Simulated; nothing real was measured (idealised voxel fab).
process module | voxel self aligned vias
Shown is cross-section cut, with a width of 205 nm and square cells of size 5 nm.
Notation: cross-section as square-cell grid; stated in bands, top first, going down; one or more cell rows per band.
Top height, bottom height, nm. Materials left to right, width each, nm. Single material + "throughout" = fills band edge to edge. "empty" = empty.
Height datum 0, below which the as-received substrate wafer is one material. Lowest band open at the bottom, running downward: "0 -> down".
A width such as "30->40" changes by the same amount from each row of cells to the next, from the band's top row to its bottom row.
Step note "left unchanged" = no cross-section cell changed.
"Cavities, sealed" contains a list of empty spaces, each no smaller than 8 cells and without an open way to the top, written in the form width x height at distance with the distance from the left edge and all three in nm.
It should be noted that, on the line of a given step, the content following the step's settings is a remark produced by the simulator itself with respect to that step.
overlay nm, on a step with a mask: how far to the right of its planned place the mask lay; to the left if negative
# The steps planned for the process are as follows
step 1: RECEIVE,material Si
step 2: CONFORMAL_DEP,material SiO2,thk nm 10
step 3: CONFORMAL_DEP,material SiCN,thk nm 5
step 4: DIRECTIONAL_DEP,material SiO2,thk nm 25
step 5: PATTERN,tone open,mask id LINES,material resist,width nm 20,pitch nm 65,thk nm 20,overlay nm 0
step 6: DIRECTIONAL_ETCH,etch materials SiO2,depth nm 25
step 7: STRIP,etch materials resist
step 8: CONFORMAL_DEP,material TiN,thk nm 5
step 9: FILL_DEP,material W,thk nm 10
step 10: CMP,height nm 40
step 11: SELECTIVE_ETCH,etch materials W Ru TiN,depth nm 5
step 12: FILL_DEP,material SiN,thk nm 5
step 13: CMP,height nm 40
step 14: DIRECTIONAL_DEP,material SiO2,thk nm 20
step 15: PATTERN,tone open,mask id VIAS,material resist,width nm 40,pitch nm 130,thk nm 20,overlay nm 0
step 16: DIRECTIONAL_ETCH,etch materials SiO2,depth nm 20
step 17: DIRECTIONAL_ETCH,etch materials SiN,depth nm 5
step 18: STRIP,etch materials resist
step 19: CONFORMAL_DEP,material TiN,thk nm 5
step 20: FILL_DEP,material Ru,thk nm 5
step 21: CMP,height nm 60
step 22: CONFORMAL_DEP,material SiN,thk nm 5
# Wafer at receipt (post step 1), cross-section
* 0 -> down: Si throughout
* Cavities, sealed: none
# End-of-module XS, first of two wafers, run as planned
* 65 -> 60: SiN throughout
* 60 -> 45: 15 of SiO2  5 of TiN  30 of Ru  5 of TiN  90 of SiO2  5 of TiN  30 of Ru  5 of TiN  20 of SiO2
* 45 -> 40: 15 of SiO2  15 of TiN  10 of Ru  15 of TiN  90 of SiO2  15 of TiN  10 of Ru  15 of TiN  20 of SiO2
* 40 -> 35: 25 of SiO2  20 of TiN  45 of SiO2  20 of SiN  45 of SiO2  20 of TiN  30 of SiO2
* 35 -> 20: 25 of SiO2  5 of TiN  10 of W  5 of TiN  45 of SiO2  5 of TiN  10 of W  5 of TiN  45 of SiO2  5 of TiN  10 of W  5 of TiN  30 of SiO2
* 20 -> 15: 25 of SiO2  20 of TiN  45 of SiO2  20 of TiN  45 of SiO2  20 of TiN  30 of SiO2
* 15 -> 10: SiCN throughout
* 10 -> 0: SiO2 throughout
* 0 -> down: Si throughout
* Cavities, sealed: none
# Cross-section of the latter of the two wafers at module completion. It had an identical start and an identical plan to the former; in running it, one mistake was made
* 65 -> 60: SiN throughout
* 60 -> 40: 15 of SiO2  5 of TiN  30 of Ru  5 of TiN  90 of SiO2  5 of TiN  30 of Ru  5 of TiN  20 of SiO2
* 40 -> 35: 15 of SiO2  40 of TiN  35 of SiO2  20 of SiN  35 of SiO2  40 of TiN  20 of SiO2
* 35 -> 20: 15 of SiO2  15 of TiN  10 of W  15 of TiN  35 of SiO2  5 of TiN  10 of W  5 of TiN  35 of SiO2  15 of TiN  10 of W  15 of TiN  20 of SiO2
* 20 -> 15: 25 of SiO2  20 of TiN  45 of SiO2  20 of TiN  45 of SiO2  20 of TiN  30 of SiO2
* 15 -> 10: SiCN throughout
* 10 -> 0: SiO2 throughout
* 0 -> down: Si throughout
* Cavities, sealed: none
Want to know what went wrong? in the plan, step 16 was performed twice
Wafer comparison, final, in cells, second relative to first, materials more or fewer: +8 Ru, -32 SiO2, +24 TiN
